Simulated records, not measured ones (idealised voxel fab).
The document below concerns the process module designated voxel wiring stack.
Xsec cut, 245 nm wide, square cell size 5 nm.
Cross-section spec: square-cell grid; bands listed top down; each band is one or more rows.
The entry gives the band's vertical extent as a top height and a bottom height in nm, then its horizontal make-up as materials from left to right, each with a width in nm. "air" stands for empty space; a single material marked "throughout" fills the band edge to edge.
Counting heights begins at 0, where everything beneath is, in the wafer as received, one material. The lowest band has no bottom; it goes on downwards, as "z 0 and below" shows.
Read "30..40" as a graded width: first number on top, second number at the bottom, same change between each pair of neighbouring rows.
What does "remained the same" mean for a step? It means no cell of the cross-section changed in that step.
Heads up: "Voids, enclosed" only lists the empty pockets with no open path to the top that are 8 cells or more, and it writes them as width x height at distance, distance from the left edge, in nm.
If you see something after the settings on a step's line, that's the simulator's own remark about that step.
Steps that use a mask can have "overlay nm" on their line. It says how far the mask sat to the right of where it was meant to be. Negative means to the left.

## Planned step list for the process
1: RECEIVE | material Si
2: CONFORMAL_DEP | material SiO2 | thk nm 10
3: DIRECTIONAL_DEP | material TiN | thk nm 5
4: DIRECTIONAL_DEP | material Ru | thk nm 20
5: PATTERN | tone cover | mask id METAL_1 | material resist | width nm 20 | pitch nm 35 | thk nm 15 | overlay nm 0
6: DIRECTIONAL_ETCH | etch materials Ru | depth nm 20
7: DIRECTIONAL_ETCH | etch materials TiN | depth nm 5
8: STRIP | etch materials resist
9: CONFORMAL_DEP | material SiN | thk nm 5
10: FILL_DEP | material SiO2 | thk nm 5
11: CMP | height nm 35
12: CONFORMAL_DEP | material SiCN | thk nm 5
13: DIRECTIONAL_DEP | material SiO2 | thk nm 20
14: DIRECTIONAL_DEP | material aC | thk nm 15
15: PATTERN | tone open | mask id PLUG_1 | material resist | width nm 15 | pitch nm 70 | thk nm 30 | overlay nm 0
16: DIRECTIONAL_ETCH | etch materials aC | depth nm 15
17: STRIP | etch materials resist
18: DIRECTIONAL_ETCH | etch materials SiO2 | depth nm 20
19: DIRECTIONAL_ETCH | etch materials SiCN | depth nm 5
20: STRIP | etch materials aC
21: EPI | material Ru | thk nm 10
22: EPI | material Ru | thk nm 10
23: EPI | material Ru | thk nm 5
24: DIRECTIONAL_DEP | material TiN | thk nm 5
25: DIRECTIONAL_DEP | material Ru | thk nm 20
26: MASKED_ETCH | tone cover | mask id METAL_2 | width nm 20 | pitch nm 35 | etch materials Ru | depth nm 20 | overlay nm 0
27: MASKED_ETCH | tone cover | mask id METAL_2 | width nm 20 | pitch nm 35 | etch materials TiN | depth nm 5 | overlay nm 0
28: FILL_DEP | material SiO2 | thk nm 10
29: CMP | height nm 85
30: CONFORMAL_DEP | material SiCN | thk nm 5
31: DIRECTIONAL_DEP | material SiO2 | thk nm 15
32: MASKED_ETCH | tone open | mask id PLUG_2 | width nm 15 | pitch nm 35 | etch materials SiO2 | depth nm 15 | overlay nm 0
33: MASKED_ETCH | tone open | mask id PLUG_2 | width nm 15 | pitch nm 35 | etch materials SiCN | depth nm 5 | overlay nm 0
34: CONFORMAL_DEP | material TiN | thk nm 5
35: FILL_DEP | material W | thk nm 5
36: CMP | height nm 105
37: DIRECTIONAL_DEP | material TiN | thk nm 5
38: DIRECTIONAL_DEP | material W | thk nm 25
39: PATTERN | tone cover | mask id METAL_3 | material resist | width nm 20 | pitch nm 35 | thk nm 20 | overlay nm 0
40: DIRECTIONAL_ETCH | etch materials W | depth nm 25
41: DIRECTIONAL_ETCH | etch materials TiN | depth nm 5
42: STRIP | etch materials resist
43: FILL_DEP | material SiO2 | thk nm 5
44: CMP | height nm 135
45: CONFORMAL_DEP | material SiN | thk nm 5

## As received (post step 1): cross-section
z 0 and below  Si throughout
Voids, enclosed: none

## Starting structure and process plan are as shown above, but one mistake was made in running the module; the wafer cross-section at the end of the module follows
z 140 to 135  SiN throughout
z 135 to 110  SiO2 60  W 20  SiO2 15  W 20  SiO2 15  W 20  SiO2 15  W 20  SiO2 60
z 110 to 105  SiO2 60  TiN 20  SiO2 15  TiN 20  SiO2 15  TiN 20  SiO2 15  TiN 20  SiO2 60
z 105 to 90  SiO2 60  TiN 5  W 5  TiN 5  SiO2 20  TiN 5  W 5  TiN 5  SiO2 20  TiN 5  W 5  TiN 5  SiO2 20  TiN 5  W 5  TiN 5  SiO2 65
z 90 to 85  SiCN 60  TiN 15  SiCN 20  TiN 15  SiCN 20  TiN 15  SiCN 20  TiN 15  SiCN 65
z 85 to 65  SiO2 75  Ru 5  SiO2 15  Ru 20  SiO2 30  Ru 5  SiO2 15  Ru 20  SiO2 60
z 65 to 60  SiO2 75  TiN 5  SiO2 15  TiN 20  SiO2 30  TiN 5  SiO2 15  TiN 20  SiO2 60
z 60 to 40  SiO2 60  Ru 15  SiO2 55  Ru 15  SiO2 100
z 40 to 35  SiCN 60  TiN 15  SiCN 55  TiN 15  SiCN 100
z 35 to 30  SiO2 throughout
z 30 to 25  SiO2 55  SiN 30  SiO2 5  SiN 30  SiO2 5  SiN 30  SiO2 5  SiN 30  SiO2 55
z 25 to 5  SiO2 55  SiN 5  Ru 20  SiN 5  SiO2 5  SiN 5  Ru 20  SiN 5  SiO2 5  SiN 5  Ru 20  SiN 5  SiO2 5  SiN 5  Ru 20  SiN 5  SiO2 55
z 5 to 0  SiN 60  TiN 20  SiN 15  TiN 20  SiN 15  TiN 20  SiN 15  TiN 20  SiN 60
z 0 and below  Si throughout
Voids, enclosed: none
Here's what went sideways: execution of step 2 of the plan did not take place, the step having been omitted
